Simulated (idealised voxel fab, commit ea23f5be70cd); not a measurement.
Herein follows the process module entitled voxel double patterning.
The cross-section shown here is cut; it is 215 nm wide and divided into square cells measuring 5 nm on a side.
We lay out every cross-section as a grid of square cells and spell it out in bands from the top down, where one band means one or more rows of cells. Band entry format. Leading values: height of top, height of bottom, nm. Remainder: materials in left-to-right order, each with its width in nm. Special words: "edge to edge" on a single material, which then fills the band edge to edge; "blank", empty space. Below 0: as-received wafer, all one material; heights counted from there. Lowest band: no bottom, goes on down, written "top 0, no bottom". Width spec "30..40" -> top row of cells at first value, bottom row at second value, equal per-row change in between. Reading "no change occurred" for a step: not a cell of the cross-section changed in it. Reported under the label "Catalogued sealed voids" are the empty spaces having no open way to the top and comprising 8 cells or more; the notation for each is width x height at distance, in which the distance is measured from the left edge and all three values are in nm. What comes after the settings on a step's line is commentary from the simulator itself on that step. "overlay nm", when on a step's line for a step with a mask, measures how far to the right of its planned place the mask lay; a negative measure means to the left.
# Planned process steps
1,RECEIVE (material Si)
2,CONFORMAL_DEP (material SiO2; thk nm 10)
3,DIRECTIONAL_DEP (material polySi; thk nm 10)
4,DIRECTIONAL_DEP (material SiCN; thk nm 5)
5,PATTERN (tone open; mask id FIRST; material resist; width nm 15; pitch nm 50; thk nm 15; overlay nm 0)
6,DIRECTIONAL_ETCH (etch materials SiCN; depth nm 5)
7,STRIP (etch materials resist)
8,PATTERN (tone open; mask id SECOND; material resist; width nm 15; thk nm 20; overlay nm 0)
9,DIRECTIONAL_ETCH (etch materials SiCN; depth nm 5)
10,STRIP (etch materials resist)
11,DIRECTIONAL_ETCH (etch materials polySi; depth nm 10)
12,STRIP (etch materials SiCN)
# Incoming wafer in cross-section (state: after step 1)
top 0, no bottom  Si edge to edge
Catalogued sealed voids: none
# Cross-section at module end, one run error; start and plan unchanged from above
top 25, bottom 20  SiCN (75), then blank (15), then SiCN (10), then blank (15), then SiCN (10), then blank (15), then SiCN (75)
top 20, bottom 10  polySi (75), then blank (15), then polySi (10), then blank (15), then polySi (10), then blank (15), then polySi (75)
top 10, bottom 0  SiO2 edge to edge
top 0, no bottom  Si edge to edge
Catalogued sealed voids: none
What broke from the plan during processing? step 12 of the plan was omitted and not executed
